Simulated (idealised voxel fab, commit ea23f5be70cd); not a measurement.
process module | voxel transistor to metal
cross-section cut | 200 nm wide | cells 5 nm
A cross-section is a grid of square cells, given in bands from the top down. A band is one or more rows of cells.
Each band's line starts with the height of the band's top and of its bottom, in nm. Then come its materials from left to right, each with its width in nm. One material with "throughout" fills the band from edge to edge. "air" is empty space.
Height 0 is the level under which the wafer as received is all one material. The lowest band goes on downwards, as in "0 down".
A width such as "30 to 40" changes by the same amount from each row of cells to the next, from the band's top row to its bottom row.
"no change" after a step means that no cell of the cross-section changed.
closed voids: empty space of 8 cells or more with no open way to the top, each as width x height at its distance from the left edge, in nm
after a step's settings: what the simulator itself notes on the step
overlay nm, on a step with a mask: how far to the right of its planned place the mask lay; to the left if negative
plan
1 op RECEIVE | material Si
2 op OXIDIZE | depth nm 5
3 op CONFORMAL_DEP | material SiN | thk nm 10
4 op MASKED_ETCH | tone cover | mask id ACTIVE | width nm 110 | etch materials SiN | depth nm 10 | overlay nm 0
5 op MASKED_ETCH | tone cover | mask id ACTIVE | width nm 110 | etch materials SiO2 | depth nm 5 | overlay nm 0
6 op MASKED_ETCH | tone cover | mask id ACTIVE | width nm 110 | etch materials Si | depth nm 35 | overlay nm 0
7 op OXIDIZE | depth nm 5
8 op FILL_DEP | material SiO2 | thk nm 5
9 op CMP | height nm 10
10 op SELECTIVE_ETCH | etch materials SiO2 | depth nm 10
11 op STRIP | etch materials SiN
12 op SELECTIVE_ETCH | etch materials SiO2 | depth nm 5
13 op OXIDIZE | depth nm 5
14 op DIRECTIONAL_DEP | material polySi | thk nm 25
15 op DIRECTIONAL_DEP | material SiCN | thk nm 15
16 op DIRECTIONAL_DEP | material aC | thk nm 15
17 op PATTERN | tone cover | mask id GATE | material resist | width nm 20 | thk nm 30 | overlay nm 0
18 op DIRECTIONAL_ETCH | etch materials aC | depth nm 15
19 op STRIP | etch materials resist
20 op DIRECTIONAL_ETCH | etch materials SiCN | depth nm 25
21 op DIRECTIONAL_ETCH | etch materials polySi | depth nm 35
22 op STRIP | etch materials aC
23 op CONFORMAL_DEP | material SiO2 | thk nm 5
24 op DIRECTIONAL_ETCH | etch materials SiO2 | depth nm 5
25 op CONFORMAL_DEP | material SiN | thk nm 5
26 op DIRECTIONAL_ETCH | etch materials SiN | depth nm 5
27 op DIRECTIONAL_ETCH | etch materials SiO2 | depth nm 5
28 op DIRECTIONAL_ETCH | etch materials Si | depth nm 10
29 op EPI | material nSi | thk nm 10
30 op FILL_DEP | material SiO2 | thk nm 10
31 op CMP | height nm 35
32 op DIRECTIONAL_DEP | material SiO2 | thk nm 15
33 op DIRECTIONAL_DEP | material aC | thk nm 10
34 op PATTERN | tone open | mask id CONTACT | material resist | width nm 20 | pitch nm 80 | thk nm 25 | overlay nm 0
35 op DIRECTIONAL_ETCH | etch materials aC | depth nm 10
36 op STRIP | etch materials resist
37 op DIRECTIONAL_ETCH | etch materials SiO2 | depth nm 60
38 op STRIP | etch materials aC
39 op CONFORMAL_DEP | material TiN | thk nm 5
40 op FILL_DEP | material W | thk nm 10
41 op CMP | height nm 50
42 op CONFORMAL_DEP | material SiN | thk nm 5
43 op DIRECTIONAL_DEP | material lowk | thk nm 25
44 op MASKED_ETCH | tone open | mask id METAL_1 | width nm 20 | pitch nm 80 | etch materials lowk | depth nm 25 | overlay nm 0
45 op MASKED_ETCH | tone open | mask id METAL_1 | width nm 20 | pitch nm 80 | etch materials SiN | depth nm 5 | overlay nm 0
46 op CONFORMAL_DEP | material TiN | thk nm 5
47 op FILL_DEP | material W | thk nm 10
48 op CMP | height nm 80
49 op EPI | material Ru | thk nm 5
50 op FILL_DEP | material SiCN | thk nm 5
first wafer, as planned
as received, after step 1
  0 down: Si throughout
  closed voids: none
after step 2
  0 to -5: SiO2 throughout
  below -5: unchanged
after step 3
  10 to 0: SiN throughout
  below 0: unchanged
after step 4
  10 to 0: air 45 | SiN 110 | air 45
  below 0: unchanged
after step 5
  10 to 0: air 45 | SiN 110 | air 45
  0 to -5: air 45 | SiO2 110 | air 45
  below -5: unchanged
after step 6
  10 to 0: air 45 | SiN 110 | air 45
  0 to -5: air 45 | SiO2 110 | air 45
  -5 to -40: air 45 | Si 110 | air 45
  below -40: unchanged
after step 7
  10 to 0: air 45 | SiN 110 | air 45
  0 to -5: air 45 | SiO2 110 | air 45
  -5 to -40: air 45 | SiO2 5 | Si 100 | SiO2 5 | air 45
  -40 to -45: SiO2 50 | Si 100 | SiO2 50
  below -45: unchanged
after step 8
  15 to 10: SiO2 throughout
  10 to 0: SiO2 45 | SiN 110 | SiO2 45
  0 to -5: SiO2 throughout
  -5 to -45: SiO2 50 | Si 100 | SiO2 50
  below -45: unchanged
after step 9
  10 to 0: SiO2 45 | SiN 110 | SiO2 45
  below 0: unchanged
after step 10
  10 to 0: air 45 | SiN 110 | air 45
  below 0: unchanged
after step 11
  0 to -5: SiO2 throughout
  below -5: unchanged
after step 12
  -5 to -45: SiO2 50 | Si 100 | SiO2 50
  below -45: unchanged
after step 13
  -5 to -10: SiO2 throughout
  below -10: unchanged
after step 14
  20 to -5: polySi throughout
  below -5: unchanged
after step 15
  35 to 20: SiCN throughout
  below 20: unchanged
after step 16
  50 to 35: aC throughout
  below 35: unchanged
after step 17
  80 to 50: air 90 | resist 20 | air 90
  below 50: unchanged
after step 18
  65 to 50: air 90 | resist 20 | air 90
  50 to 35: air 90 | aC 20 | air 90
  below 35: unchanged
after step 19
  50 to 35: air 90 | aC 20 | air 90
  below 35: unchanged
after step 20
  50 to 35: air 90 | aC 20 | air 90
  35 to 20: air 90 | SiCN 20 | air 90
  below 20: unchanged
after step 21
  50 to 35: air 90 | aC 20 | air 90
  35 to 20: air 90 | SiCN 20 | air 90
  20 to -5: air 90 | polySi 20 | air 90
  below -5: unchanged
after step 22
  35 to 20: air 90 | SiCN 20 | air 90
  below 20: unchanged
after step 23
  40 to 35: air 85 | SiO2 30 | air 85
  35 to 20: air 85 | SiO2 5 | SiCN 20 | SiO2 5 | air 85
  20 to 0: air 85 | SiO2 5 | polySi 20 | SiO2 5 | air 85
  0 to -5: SiO2 90 | polySi 20 | SiO2 90
  below -5: unchanged
after step 24
  35 to 20: air 85 | SiO2 5 | SiCN 20 | SiO2 5 | air 85
  20 to -5: air 85 | SiO2 5 | polySi 20 | SiO2 5 | air 85
  below -5: unchanged
after step 25
  40 to 35: air 80 | SiN 40 | air 80
  35 to 20: air 80 | SiN 5 | SiO2 5 | SiCN 20 | SiO2 5 | SiN 5 | air 80
  20 to 0: air 80 | SiN 5 | SiO2 5 | polySi 20 | SiO2 5 | SiN 5 | air 80
  0 to -5: SiN 85 | SiO2 5 | polySi 20 | SiO2 5 | SiN 85
  below -5: unchanged
after step 26
  35 to 20: air 80 | SiN 5 | SiO2 5 | SiCN 20 | SiO2 5 | SiN 5 | air 80
  20 to -5: air 80 | SiN 5 | SiO2 5 | polySi 20 | SiO2 5 | SiN 5 | air 80
  below -5: unchanged
after step 27
  35 to 30: air 80 | SiN 5 | air 5 | SiCN 20 | air 5 | SiN 5 | air 80
  30 to 20: air 80 | SiN 5 | SiO2 5 | SiCN 20 | SiO2 5 | SiN 5 | air 80
  20 to -5: air 80 | SiN 5 | SiO2 5 | polySi 20 | SiO2 5 | SiN 5 | air 80
  -5 to -10: air 80 | SiO2 40 | air 80
  below -10: unchanged
after step 28
  35 to 30: air 80 | SiN 5 | air 5 | SiCN 20 | air 5 | SiN 5 | air 80
  30 to 20: air 80 | SiN 5 | SiO2 5 | SiCN 20 | SiO2 5 | SiN 5 | air 80
  20 to -5: air 80 | SiN 5 | SiO2 5 | polySi 20 | SiO2 5 | SiN 5 | air 80
  -5 to -10: air 80 | SiO2 40 | air 80
  -10 to -20: SiO2 50 | air 30 | Si 40 | air 30 | SiO2 50
  below -20: unchanged
after step 29
  35 to 30: air 80 | SiN 5 | air 5 | SiCN 20 | air 5 | SiN 5 | air 80
  30 to 20: air 80 | SiN 5 | SiO2 5 | SiCN 20 | SiO2 5 | SiN 5 | air 80
  20 to 0: air 80 | SiN 5 | SiO2 5 | polySi 20 | SiO2 5 | SiN 5 | air 80
  0 to -5: air 70 | nSi 10 | SiN 5 | SiO2 5 | polySi 20 | SiO2 5 | SiN 5 | nSi 10 | air 70
  -5 to -10: air 70 | nSi 10 | SiO2 40 | nSi 10 | air 70
  -10 to -20: SiO2 50 | nSi 30 | Si 40 | nSi 30 | SiO2 50
  below -20: unchanged
after step 30
  45 to 35: SiO2 throughout
  35 to 20: SiO2 80 | SiN 5 | SiO2 5 | SiCN 20 | SiO2 5 | SiN 5 | SiO2 80
  20 to 0: SiO2 80 | SiN 5 | SiO2 5 | polySi 20 | SiO2 5 | SiN 5 | SiO2 80
  0 to -5: SiO2 70 | nSi 10 | SiN 5 | SiO2 5 | polySi 20 | SiO2 5 | SiN 5 | nSi 10 | SiO2 70
  -5 to -10: SiO2 70 | nSi 10 | SiO2 40 | nSi 10 | SiO2 70
  below -10: unchanged
after step 31
  35 to 20: SiO2 80 | SiN 5 | SiO2 5 | SiCN 20 | SiO2 5 | SiN 5 | SiO2 80
  below 20: unchanged
after step 32
  50 to 35: SiO2 throughout
  below 35: unchanged
after step 33
  60 to 50: aC throughout
  below 50: unchanged
after step 34
  85 to 60: resist 50 | air 20 | resist 60 | air 20 | resist 50
  below 60: unchanged
after step 35
  75 to 60: resist 50 | air 20 | resist 60 | air 20 | resist 50
  60 to 50: aC 50 | air 20 | aC 60 | air 20 | aC 50
  below 50: unchanged
after step 36
  60 to 50: aC 50 | air 20 | aC 60 | air 20 | aC 50
  below 50: unchanged
after step 37
  60 to 50: aC 50 | air 20 | aC 60 | air 20 | aC 50
  50 to 35: SiO2 50 | air 20 | SiO2 60 | air 20 | SiO2 50
  35 to 20: SiO2 50 | air 20 | SiO2 10 | SiN 5 | SiO2 5 | SiCN 20 | SiO2 5 | SiN 5 | SiO2 10 | air 20 | SiO2 50
  20 to 0: SiO2 50 | air 20 | SiO2 10 | SiN 5 | SiO2 5 | polySi 20 | SiO2 5 | SiN 5 | SiO2 10 | air 20 | SiO2 50
  0 to -5: SiO2 50 | air 20 | nSi 10 | SiN 5 | SiO2 5 | polySi 20 | SiO2 5 | SiN 5 | nSi 10 | air 20 | SiO2 50
  -5 to -10: SiO2 50 | air 20 | nSi 10 | SiO2 40 | nSi 10 | air 20 | SiO2 50
  below -10: unchanged
after step 38
  50 to 35: SiO2 50 | air 20 | SiO2 60 | air 20 | SiO2 50
  below 35: unchanged
after step 39
  55 to 50: TiN 55 | air 10 | TiN 70 | air 10 | TiN 55
  50 to 35: SiO2 50 | TiN 5 | air 10 | TiN 5 | SiO2 60 | TiN 5 | air 10 | TiN 5 | SiO2 50
  35 to 20: SiO2 50 | TiN 5 | air 10 | TiN 5 | SiO2 10 | SiN 5 | SiO2 5 | SiCN 20 | SiO2 5 | SiN 5 | SiO2 10 | TiN 5 | air 10 | TiN 5 | SiO2 50
  20 to 0: SiO2 50 | TiN 5 | air 10 | TiN 5 | SiO2 10 | SiN 5 | SiO2 5 | polySi 20 | SiO2 5 | SiN 5 | SiO2 10 | TiN 5 | air 10 | TiN 5 | SiO2 50
  0 to -5: SiO2 50 | TiN 5 | air 10 | TiN 5 | nSi 10 | SiN 5 | SiO2 5 | polySi 20 | SiO2 5 | SiN 5 | nSi 10 | TiN 5 | air 10 | TiN 5 | SiO2 50
  -5 to -10: SiO2 50 | TiN 20 | nSi 10 | SiO2 40 | nSi 10 | TiN 20 | SiO2 50
  below -10: unchanged
after step 40
  65 to 55: W throughout
  55 to 50: TiN 55 | W 10 | TiN 70 | W 10 | TiN 55
  50 to 35: SiO2 50 | TiN 5 | W 10 | TiN 5 | SiO2 60 | TiN 5 | W 10 | TiN 5 | SiO2 50
  35 to 20: SiO2 50 | TiN 5 | W 10 | TiN 5 | SiO2 10 | SiN 5 | SiO2 5 | SiCN 20 | SiO2 5 | SiN 5 | SiO2 10 | TiN 5 | W 10 | TiN 5 | SiO2 50
  20 to 0: SiO2 50 | TiN 5 | W 10 | TiN 5 | SiO2 10 | SiN 5 | SiO2 5 | polySi 20 | SiO2 5 | SiN 5 | SiO2 10 | TiN 5 | W 10 | TiN 5 | SiO2 50
  0 to -5: SiO2 50 | TiN 5 | W 10 | TiN 5 | nSi 10 | SiN 5 | SiO2 5 | polySi 20 | SiO2 5 | SiN 5 | nSi 10 | TiN 5 | W 10 | TiN 5 | SiO2 50
  below -5: unchanged
after step 41
  50 to 35: SiO2 50 | TiN 5 | W 10 | TiN 5 | SiO2 60 | TiN 5 | W 10 | TiN 5 | SiO2 50
  below 35: unchanged
after step 42
  55 to 50: SiN throughout
  below 50: unchanged
after step 43
  80 to 55: lowk throughout
  below 55: unchanged
after step 44
  80 to 55: lowk 50 | air 20 | lowk 60 | air 20 | lowk 50
  below 55: unchanged
after step 45
  80 to 55: lowk 50 | air 20 | lowk 60 | air 20 | lowk 50
  55 to 50: SiN 50 | air 20 | SiN 60 | air 20 | SiN 50
  below 50: unchanged
after step 46
  85 to 80: TiN 55 | air 10 | TiN 70 | air 10 | TiN 55
  80 to 55: lowk 50 | TiN 5 | air 10 | TiN 5 | lowk 60 | TiN 5 | air 10 | TiN 5 | lowk 50
  55 to 50: SiN 50 | TiN 20 | SiN 60 | TiN 20 | SiN 50
  below 50: unchanged
after step 47
  95 to 85: W throughout
  85 to 80: TiN 55 | W 10 | TiN 70 | W 10 | TiN 55
  80 to 55: lowk 50 | TiN 5 | W 10 | TiN 5 | lowk 60 | TiN 5 | W 10 | TiN 5 | lowk 50
  below 55: unchanged
after step 48
  80 to 55: lowk 50 | TiN 5 | W 10 | TiN 5 | lowk 60 | TiN 5 | W 10 | TiN 5 | lowk 50
  below 55: unchanged
after step 49
  85 to 80: air 45 | Ru 30 | air 50 | Ru 30 | air 45
  below 80: unchanged
after step 50
  90 to 85: SiCN throughout
  85 to 80: SiCN 45 | Ru 30 | SiCN 50 | Ru 30 | SiCN 45
  below 80: unchanged
second wafer: like start, like plan, one mistake. Through step 22 it matches the first wafer
when step 23 should have ended: no change
when step 24 should have ended
  35 to 20: air 90 | SiCN 20 | air 90
  20 to -5: air 90 | polySi 20 | air 90
  -5 to -10: air 90 | SiO2 20 | air 90
  below -10: unchanged
when step 25 should have ended
  40 to 35: air 85 | SiN 30 | air 85
  35 to 20: air 85 | SiN 5 | SiCN 20 | SiN 5 | air 85
  20 to -5: air 85 | SiN 5 | polySi 20 | SiN 5 | air 85
  -5 to -10: SiN 90 | SiO2 20 | SiN 90
  below -10: unchanged
when step 26 should have ended
  35 to 20: air 85 | SiN 5 | SiCN 20 | SiN 5 | air 85
  20 to -5: air 85 | SiN 5 | polySi 20 | SiN 5 | air 85
  -5 to -10: air 85 | SiN 5 | SiO2 20 | SiN 5 | air 85
  below -10: unchanged
when step 27 should have ended
  35 to 20: air 85 | SiN 5 | SiCN 20 | SiN 5 | air 85
  20 to -5: air 85 | SiN 5 | polySi 20 | SiN 5 | air 85
  -5 to -10: air 85 | SiN 5 | SiO2 20 | SiN 5 | air 85
  -10 to -15: air 50 | Si 100 | air 50
  below -15: unchanged
when step 28 should have ended
  35 to 20: air 85 | SiN 5 | SiCN 20 | SiN 5 | air 85
  20 to -5: air 85 | SiN 5 | polySi 20 | SiN 5 | air 85
  -5 to -10: air 85 | SiN 5 | SiO2 20 | SiN 5 | air 85
  -10 to -15: air 85 | Si 30 | air 85
  -15 to -20: SiO2 50 | air 35 | Si 30 | air 35 | SiO2 50
  below -20: unchanged
when step 29 should have ended
  35 to 20: air 85 | SiN 5 | SiCN 20 | SiN 5 | air 85
  20 to 0: air 85 | SiN 5 | polySi 20 | SiN 5 | air 85
  0 to -5: air 75 | nSi 10 | SiN 5 | polySi 20 | SiN 5 | nSi 10 | air 75
  -5 to -10: air 75 | nSi 10 | SiN 5 | SiO2 20 | SiN 5 | nSi 10 | air 75
  -10 to -15: air 45 | nSi 40 | Si 30 | nSi 40 | air 45
  -15 to -20: SiO2 50 | nSi 35 | Si 30 | nSi 35 | SiO2 50
  below -20: unchanged
when step 30 should have ended
  45 to 35: SiO2 throughout
  35 to 20: SiO2 85 | SiN 5 | SiCN 20 | SiN 5 | SiO2 85
  20 to 0: SiO2 85 | SiN 5 | polySi 20 | SiN 5 | SiO2 85
  0 to -5: SiO2 75 | nSi 10 | SiN 5 | polySi 20 | SiN 5 | nSi 10 | SiO2 75
  -5 to -10: SiO2 75 | nSi 10 | SiN 5 | SiO2 20 | SiN 5 | nSi 10 | SiO2 75
  -10 to -20: SiO2 45 to 50 | nSi 40 to 35 | Si 30 | nSi 40 to 35 | SiO2 45 to 50
  below -20: unchanged
when step 31 should have ended
  35 to 20: SiO2 85 | SiN 5 | SiCN 20 | SiN 5 | SiO2 85
  below 20: unchanged
when step 32 should have ended
  50 to 35: SiO2 throughout
  below 35: unchanged
when step 33 should have ended
  60 to 50: aC throughout
  below 50: unchanged
when step 34 should have ended
  85 to 60: resist 50 | air 20 | resist 60 | air 20 | resist 50
  below 60: unchanged
when step 35 should have ended
  75 to 60: resist 50 | air 20 | resist 60 | air 20 | resist 50
  60 to 50: aC 50 | air 20 | aC 60 | air 20 | aC 50
  below 50: unchanged
when step 36 should have ended
  60 to 50: aC 50 | air 20 | aC 60 | air 20 | aC 50
  below 50: unchanged
when step 37 should have ended
  60 to 50: aC 50 | air 20 | aC 60 | air 20 | aC 50
  50 to 35: SiO2 50 | air 20 | SiO2 60 | air 20 | SiO2 50
  35 to 20: SiO2 50 | air 20 | SiO2 15 | SiN 5 | SiCN 20 | SiN 5 | SiO2 15 | air 20 | SiO2 50
  20 to 0: SiO2 50 | air 20 | SiO2 15 | SiN 5 | polySi 20 | SiN 5 | SiO2 15 | air 20 | SiO2 50
  0 to -5: SiO2 50 | air 20 | SiO2 5 | nSi 10 | SiN 5 | polySi 20 | SiN 5 | nSi 10 | SiO2 5 | air 20 | SiO2 50
  -5 to -10: SiO2 50 | air 20 | SiO2 5 | nSi 10 | SiN 5 | SiO2 20 | SiN 5 | nSi 10 | SiO2 5 | air 20 | SiO2 50
  below -10: unchanged
when step 38 should have ended
  50 to 35: SiO2 50 | air 20 | SiO2 60 | air 20 | SiO2 50
  below 35: unchanged
when step 39 should have ended
  55 to 50: TiN 55 | air 10 | TiN 70 | air 10 | TiN 55
  50 to 35: SiO2 50 | TiN 5 | air 10 | TiN 5 | SiO2 60 | TiN 5 | air 10 | TiN 5 | SiO2 50
  35 to 20: SiO2 50 | TiN 5 | air 10 | TiN 5 | SiO2 15 | SiN 5 | SiCN 20 | SiN 5 | SiO2 15 | TiN 5 | air 10 | TiN 5 | SiO2 50
  20 to 0: SiO2 50 | TiN 5 | air 10 | TiN 5 | SiO2 15 | SiN 5 | polySi 20 | SiN 5 | SiO2 15 | TiN 5 | air 10 | TiN 5 | SiO2 50
  0 to -5: SiO2 50 | TiN 5 | air 10 | TiN 5 | SiO2 5 | nSi 10 | SiN 5 | polySi 20 | SiN 5 | nSi 10 | SiO2 5 | TiN 5 | air 10 | TiN 5 | SiO2 50
  -5 to -10: SiO2 50 | TiN 20 | SiO2 5 | nSi 10 | SiN 5 | SiO2 20 | SiN 5 | nSi 10 | SiO2 5 | TiN 20 | SiO2 50
  below -10: unchanged
when step 40 should have ended
  65 to 55: W throughout
  55 to 50: TiN 55 | W 10 | TiN 70 | W 10 | TiN 55
  50 to 35: SiO2 50 | TiN 5 | W 10 | TiN 5 | SiO2 60 | TiN 5 | W 10 | TiN 5 | SiO2 50
  35 to 20: SiO2 50 | TiN 5 | W 10 | TiN 5 | SiO2 15 | SiN 5 | SiCN 20 | SiN 5 | SiO2 15 | TiN 5 | W 10 | TiN 5 | SiO2 50
  20 to 0: SiO2 50 | TiN 5 | W 10 | TiN 5 | SiO2 15 | SiN 5 | polySi 20 | SiN 5 | SiO2 15 | TiN 5 | W 10 | TiN 5 | SiO2 50
  0 to -5: SiO2 50 | TiN 5 | W 10 | TiN 5 | SiO2 5 | nSi 10 | SiN 5 | polySi 20 | SiN 5 | nSi 10 | SiO2 5 | TiN 5 | W 10 | TiN 5 | SiO2 50
  below -5: unchanged
when step 41 should have ended
  50 to 35: SiO2 50 | TiN 5 | W 10 | TiN 5 | SiO2 60 | TiN 5 | W 10 | TiN 5 | SiO2 50
  below 35: unchanged
when step 42 should have ended
  55 to 50: SiN throughout
  below 50: unchanged
when step 43 should have ended
  80 to 55: lowk throughout
  below 55: unchanged
when step 44 should have ended
  80 to 55: lowk 50 | air 20 | lowk 60 | air 20 | lowk 50
  below 55: unchanged
when step 45 should have ended
  80 to 55: lowk 50 | air 20 | lowk 60 | air 20 | lowk 50
  55 to 50: SiN 50 | air 20 | SiN 60 | air 20 | SiN 50
  below 50: unchanged
when step 46 should have ended
  85 to 80: TiN 55 | air 10 | TiN 70 | air 10 | TiN 55
  80 to 55: lowk 50 | TiN 5 | air 10 | TiN 5 | lowk 60 | TiN 5 | air 10 | TiN 5 | lowk 50
  55 to 50: SiN 50 | TiN 20 | SiN 60 | TiN 20 | SiN 50
  below 50: unchanged
when step 47 should have ended
  95 to 85: W throughout
  85 to 80: TiN 55 | W 10 | TiN 70 | W 10 | TiN 55
  80 to 55: lowk 50 | TiN 5 | W 10 | TiN 5 | lowk 60 | TiN 5 | W 10 | TiN 5 | lowk 50
  below 55: unchanged
when step 48 should have ended
  80 to 55: lowk 50 | TiN 5 | W 10 | TiN 5 | lowk 60 | TiN 5 | W 10 | TiN 5 | lowk 50
  below 55: unchanged
when step 49 should have ended
  85 to 80: air 45 | Ru 30 | air 50 | Ru 30 | air 45
  below 80: unchanged
when step 50 should have ended
  90 to 85: SiCN throughout
  85 to 80: SiCN 45 | Ru 30 | SiCN 50 | Ru 30 | SiCN 45
  below 80: unchanged
what went wrong: step 23 was left out
at the end the second wafer has, in cells: 4 fewer of Si | 2 more of SiN | 4 fewer of SiO2 | 6 more of nSi
